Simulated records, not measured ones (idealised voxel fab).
Process module name: voxel local oxidation
It is cross-section cut that appears here, measuring 240 nm in width, its square cells being 5 nm in size.
Think of the cross-section as a grid of square cells. We describe it in bands, top to bottom, and each band covers one or more rows of those cells.
Look at the band entry: it leads with the top's height and the bottom's height in nm. Then it lists the materials left to right, with a width in nm for each. The word "all across" on a single material says that material fills the band edge to edge. The word "blank" is empty space.
Heights are reckoned from 0. Under this level, the received wafer is all of one material. The bottommost band is open-ended downward, for example "0 and below".
You'd read "30 to 40" like this: the band's top row of cells is as wide as the first number, its bottom row is as wide as the second, and going down, every row changes width by the same amount as the row before did.
"no alteration", as given for a step, is the statement that not any cell of the cross-section underwent a change during that step.
"Closed-off voids": empty spaces of 8 cells or more with no open way to the top, each given as width x height at distance, distance from the left edge, all in nm.
What comes after the settings on a step's line is commentary from the simulator itself on that step.
What "overlay nm" on a step's line means: if the step has a mask, that mask lay this far to the right of its planned place, or, when the value is negative, to the left.

## So here's the lineup of process steps we planned
1) RECEIVE with material Si
2) OXIDIZE with depth nm 5
3) CONFORMAL_DEP with material SiN, thk nm 15
4) MASKED_ETCH with tone cover, mask id ACTIVE, width nm 90, etch materials SiN, depth nm 15, overlay nm -15
5) SELECTIVE_ETCH with etch materials SiO2, depth nm 5
6) OXIDIZE with depth nm 10
7) STRIP with etch materials SiN
Across this set of wafers, the varied parameter is the overlay nm of step 4. Starting conditions are identical for every wafer, and the plan reports the value assigned to the first wafer.

## Cross-section of the first of several wafers on receipt, reflecting completion of step 1
* 0 and below  Si all across
* Closed-off voids: none

## Per-wafer rows below. For each material: cells gained (+) or lost (-) since the wafer was received, as of end of module. Then: closed voids
overlay nm -15, -120 Si, +88 SiO2, Closed-off voids: none
overlay nm -10, -120 Si, +88 SiO2, Closed-off voids: none
overlay nm -5, -120 Si, +88 SiO2, Closed-off voids: none
overlay nm 0, -120 Si, +88 SiO2, Closed-off voids: none
overlay nm 5, -120 Si, +88 SiO2, Closed-off voids: none
overlay nm 10, -120 Si, +88 SiO2, Closed-off voids: none
overlay nm 15, -120 Si, +88 SiO2, Closed-off voids: none
